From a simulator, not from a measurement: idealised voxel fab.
The following is a process module called voxel spacer lines.
Each square cell in cross-section cut measures 5 nm, and the section as a whole is 230 nm wide.
Notation: cross-section as square-cell grid; stated in bands, top first, going down; one or more cell rows per band.
Top, bottom (nm), then materials left to right with widths (nm); lone material tagged "edge to edge" fills the whole band edge to edge; "air" = empty space.
Counting heights begins at 0, where everything beneath is, in the wafer as received, one material. The lowest band has no bottom; it goes on downwards, as "z 0 and below" shows.
With a width like "30 to 40", each row of cells in the band differs from the next by the same amount, the top row carrying the first number and the bottom row the second.
"all unchanged" (step): cross-section cells unchanged, all of them.
Entry "Closed void entries" = empty spaces >= 8 cells with no open way to the top; each as width x height at distance, distance from left edge, all nm.
Anything after a step's settings on that line? It's the simulator's own note about the step.
"overlay nm" on a masked step: distance the mask lay right of its planned place, negative for left.
Planned step list for the process:
1) RECEIVE, material Si
2) CONFORMAL_DEP, material Al2O3, thk nm 10
3) DIRECTIONAL_DEP, material polySi, thk nm 20
4) DIRECTIONAL_DEP, material aC, thk nm 30
5) PATTERN, tone cover, mask id MANDREL, material resist, width nm 20, pitch nm 70, thk nm 35, overlay nm 0
6) DIRECTIONAL_ETCH, etch materials aC, depth nm 30
7) STRIP, etch materials resist
8) CONFORMAL_DEP, material SiO2, thk nm 15
9) DIRECTIONAL_ETCH, etch materials SiO2, depth nm 15
10) STRIP, etch materials aC
11) DIRECTIONAL_ETCH, etch materials polySi, depth nm 20
12) STRIP, etch materials SiO2
13) FILL_DEP, material SiO2, thk nm 5
14) CMP, height nm 30
First of two wafers, processed according to plan:
Received-state cross-section, reflecting completion of step 1:
* z 0 and below: Si edge to edge
* Closed void entries: none
Cross-section: wafer state after step 2:
* z 10 to 0: Al2O3 edge to edge
* Under the height 0 nothing was changed.
Cross-section: wafer state after step 3:
* z 30 to 10: polySi edge to edge
* Under the height 10 nothing was changed.
Cross-section: wafer state after step 4:
* z 60 to 30: aC edge to edge
* Under the height 30 nothing was changed.
Cross-section: wafer state after step 5:
* z 95 to 60: air 70 nm / resist 20 nm / air 50 nm / resist 20 nm / air 70 nm
* Under the height 60 nothing was changed.
Cross-section: wafer state after step 6:
* z 65 to 60: air 70 nm / resist 20 nm / air 50 nm / resist 20 nm / air 70 nm
* z 60 to 30: air 70 nm / aC 20 nm / air 50 nm / aC 20 nm / air 70 nm
* Under the height 30 nothing was changed.
Cross-section: wafer state after step 7:
* z 60 to 30: air 70 nm / aC 20 nm / air 50 nm / aC 20 nm / air 70 nm
* Under the height 30 nothing was changed.
Cross-section: wafer state after step 8:
* z 75 to 60: air 55 nm / SiO2 50 nm / air 20 nm / SiO2 50 nm / air 55 nm
* z 60 to 45: air 55 nm / SiO2 15 nm / aC 20 nm / SiO2 15 nm / air 20 nm / SiO2 15 nm / aC 20 nm / SiO2 15 nm / air 55 nm
* z 45 to 30: SiO2 70 nm / aC 20 nm / SiO2 50 nm / aC 20 nm / SiO2 70 nm
* Under the height 30 nothing was changed.
Cross-section: wafer state after step 9:
* z 60 to 30: air 55 nm / SiO2 15 nm / aC 20 nm / SiO2 15 nm / air 20 nm / SiO2 15 nm / aC 20 nm / SiO2 15 nm / air 55 nm
* Under the height 30 nothing was changed.
Cross-section: wafer state after step 10:
* z 60 to 30: air 55 nm / SiO2 15 nm / air 20 nm / SiO2 15 nm / air 20 nm / SiO2 15 nm / air 20 nm / SiO2 15 nm / air 55 nm
* Under the height 30 nothing was changed.
Cross-section: wafer state after step 11:
* z 60 to 30: air 55 nm / SiO2 15 nm / air 20 nm / SiO2 15 nm / air 20 nm / SiO2 15 nm / air 20 nm / SiO2 15 nm / air 55 nm
* z 30 to 10: air 55 nm / polySi 15 nm / air 20 nm / polySi 15 nm / air 20 nm / polySi 15 nm / air 20 nm / polySi 15 nm / air 55 nm
* Under the height 10 nothing was changed.
Cross-section: wafer state after step 12:
* z 30 to 10: air 55 nm / polySi 15 nm / air 20 nm / polySi 15 nm / air 20 nm / polySi 15 nm / air 20 nm / polySi 15 nm / air 55 nm
* Under the height 10 nothing was changed.
Cross-section: wafer state after step 13:
* z 35 to 30: SiO2 edge to edge
* z 30 to 10: SiO2 55 nm / polySi 15 nm / SiO2 20 nm / polySi 15 nm / SiO2 20 nm / polySi 15 nm / SiO2 20 nm / polySi 15 nm / SiO2 55 nm
* Under the height 10 nothing was changed.
Cross-section: wafer state after step 14:
* z 30 to 10: SiO2 55 nm / polySi 15 nm / SiO2 20 nm / polySi 15 nm / SiO2 20 nm / polySi 15 nm / SiO2 20 nm / polySi 15 nm / SiO2 55 nm
* Under the height 10 nothing was changed.
Regarding the second of the two wafers: it shared the first wafer's starting condition and process plan, yet one error occurred during its execution. Its history coincides with that of the first wafer up to and including step 5:
Second wafer, cut view, end of step 6 per plan:
* z 35 to 30: air 70 nm / aC 20 nm / air 50 nm / aC 20 nm / air 70 nm
* Under the height 30 nothing was changed.
Second wafer, cut view, end of step 7 per plan: all unchanged
Second wafer, cut view, end of step 8 per plan:
* z 50 to 45: air 55 nm / SiO2 50 nm / air 20 nm / SiO2 50 nm / air 55 nm
* z 45 to 35: SiO2 edge to edge
* z 35 to 30: SiO2 70 nm / aC 20 nm / SiO2 50 nm / aC 20 nm / SiO2 70 nm
* Under the height 30 nothing was changed.
Second wafer, cut view, end of step 9 per plan:
* z 35 to 30: air 55 nm / SiO2 15 nm / aC 20 nm / SiO2 15 nm / air 20 nm / SiO2 15 nm / aC 20 nm / SiO2 15 nm / air 55 nm
* Under the height 30 nothing was changed.
Second wafer, cut view, end of step 10 per plan:
* z 35 to 30: air 55 nm / SiO2 15 nm / air 20 nm / SiO2 15 nm / air 20 nm / SiO2 15 nm / air 20 nm / SiO2 15 nm / air 55 nm
* Under the height 30 nothing was changed.
Second wafer, cut view, end of step 11 per plan:
* z 35 to 30: air 55 nm / SiO2 15 nm / air 20 nm / SiO2 15 nm / air 20 nm / SiO2 15 nm / air 20 nm / SiO2 15 nm / air 55 nm
* z 30 to 10: air 55 nm / polySi 15 nm / air 20 nm / polySi 15 nm / air 20 nm / polySi 15 nm / air 20 nm / polySi 15 nm / air 55 nm
* Under the height 10 nothing was changed.
Second wafer, cut view, end of step 12 per plan:
* z 30 to 10: air 55 nm / polySi 15 nm / air 20 nm / polySi 15 nm / air 20 nm / polySi 15 nm / air 20 nm / polySi 15 nm / air 55 nm
* Under the height 10 nothing was changed.
Second wafer, cut view, end of step 13 per plan:
* z 35 to 30: SiO2 edge to edge
* z 30 to 10: SiO2 55 nm / polySi 15 nm / SiO2 20 nm / polySi 15 nm / SiO2 20 nm / polySi 15 nm / SiO2 20 nm / polySi 15 nm / SiO2 55 nm
* Under the height 10 nothing was changed.
Second wafer, cut view, end of step 14 per plan:
* z 30 to 10: SiO2 55 nm / polySi 15 nm / SiO2 20 nm / polySi 15 nm / SiO2 20 nm / polySi 15 nm / SiO2 20 nm / polySi 15 nm / SiO2 55 nm
* Under the height 10 nothing was changed.
Here's what went sideways: step 6 from the plan got run twice
Upon completion, the cross-sectional profiles of the two wafers are identical; consequently, the error exerts no influence on the quantities computed by this model.
